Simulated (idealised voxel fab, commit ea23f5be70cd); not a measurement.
process module | voxel wiring stack
cross-section cut | 225 nm wide | cells 5 nm
A cross-section is a grid of square cells, given in bands from the top down. A band is one or more rows of cells.
Each band's line starts with the height of the band's top and of its bottom, in nm. Then come its materials from left to right, each with its width in nm. One material with "throughout" fills the band from edge to edge. "air" is empty space.
Height 0 is the level under which the wafer as received is all one material. The lowest band goes on downwards, as in "0 down".
A width such as "30 to 40" changes by the same amount from each row of cells to the next, from the band's top row to its bottom row.
"no change" after a step means that no cell of the cross-section changed.
closed voids: empty space of 8 cells or more with no open way to the top, each as width x height at its distance from the left edge, in nm
after a step's settings: what the simulator itself notes on the step
overlay nm, on a step with a mask: how far to the right of its planned place the mask lay; to the left if negative
plan
1 op RECEIVE | material Si
2 op CONFORMAL_DEP | material SiO2 | thk nm 10
3 op CONFORMAL_DEP | material SiCN | thk nm 5
4 op DIRECTIONAL_DEP | material SiO2 | thk nm 25
5 op MASKED_ETCH | tone open | mask id METAL_1 | width nm 25 | pitch nm 45 | etch materials SiO2 | depth nm 25 | overlay nm 0
6 op MASKED_ETCH | tone open | mask id METAL_1 | width nm 25 | pitch nm 45 | etch materials SiCN | depth nm 5 | overlay nm 0
7 op CONFORMAL_DEP | material TiN | thk nm 5
8 op FILL_DEP | material Ru | thk nm 5
9 op CMP | height nm 40
10 op CONFORMAL_DEP | material SiCN | thk nm 5
11 op DIRECTIONAL_DEP | material lowk | thk nm 30
12 op PATTERN | tone open | mask id METAL_2_HOLES | material resist | width nm 15 | thk nm 20 | overlay nm 0
13 op DIRECTIONAL_ETCH | etch materials lowk | depth nm 30
14 op STRIP | etch materials resist
15 op PATTERN | tone open | mask id METAL_2 | material resist | width nm 25 | pitch nm 45 | thk nm 15 | overlay nm 0
16 op DIRECTIONAL_ETCH | etch materials lowk | depth nm 15
17 op DIRECTIONAL_ETCH | etch materials SiCN | depth nm 5
18 op STRIP | etch materials resist
19 op CONFORMAL_DEP | material TiN | thk nm 5
20 op FILL_DEP | material Cu | thk nm 5
21 op CMP | height nm 75
22 op CONFORMAL_DEP | material SiCN | thk nm 5
23 op DIRECTIONAL_DEP | material SiO2 | thk nm 20
24 op PATTERN | tone open | mask id PLUG_2 | material resist | width nm 15 | pitch nm 45 | thk nm 20 | overlay nm 0
25 op DIRECTIONAL_ETCH | etch materials SiO2 | depth nm 20
26 op DIRECTIONAL_ETCH | etch materials SiCN | depth nm 5
27 op STRIP | etch materials resist
28 op EPI | material Ru | thk nm 10
29 op EPI | material Ru | thk nm 10
30 op EPI | material Ru | thk nm 5
31 op DIRECTIONAL_DEP | material TiN | thk nm 5
32 op DIRECTIONAL_DEP | material Ru | thk nm 20
33 op DIRECTIONAL_DEP | material aC | thk nm 15
34 op PATTERN | tone cover | mask id METAL_3 | material resist | width nm 25 | pitch nm 45 | thk nm 30 | overlay nm 0
35 op DIRECTIONAL_ETCH | etch materials aC | depth nm 15
36 op STRIP | etch materials resist
37 op DIRECTIONAL_ETCH | etch materials Ru | depth nm 20
38 op DIRECTIONAL_ETCH | etch materials TiN | depth nm 5
39 op STRIP | etch materials aC
40 op FILL_DEP | material SiO2 | thk nm 10
41 op CMP | height nm 125
42 op CONFORMAL_DEP | material SiCN | thk nm 5
as received, after step 1
  0 down: Si throughout
  closed voids: none
a wafer at the end: this start, this plan, one mistake
  130 to 125: SiCN throughout
  125 to 105: Ru 75 | SiO2 25 | Ru 20 | SiO2 25 | Ru 80
  105 to 100: TiN 75 | SiO2 25 | TiN 20 | SiO2 25 | TiN 80
  100 to 80: SiO2 75 | Ru 15 | SiO2 30 | Ru 15 | SiO2 90
  80 to 75: SiCN 75 | Ru 15 | SiCN 30 | Ru 15 | SiCN 90
  75 to 65: lowk 75 | TiN 5 | Cu 15 | TiN 5 | lowk 20 | TiN 5 | Cu 15 | TiN 5 | lowk 80
  65 to 60: lowk 75 | TiN 5 | Cu 5 | TiN 15 | lowk 20 | TiN 25 | lowk 80
  60 to 45: lowk 75 | TiN 5 | Cu 5 | TiN 5 | lowk 135
  45 to 40: SiCN 75 | TiN 15 | SiCN 135
  40 to 15: SiO2 75 | TiN 5 | Ru 15 | TiN 5 | SiO2 20 | TiN 5 | Ru 15 | TiN 5 | SiO2 80
  15 to 10: SiCN 75 | TiN 25 | SiCN 20 | TiN 25 | SiCN 80
  10 to 0: SiO2 throughout
  0 down: Si throughout
  closed voids: none
what went wrong: step 34 ran as: op PATTERN | tone open | mask id METAL_3 | material resist | width nm 25 | pitch nm 45 | thk nm 30 | overlay nm 0
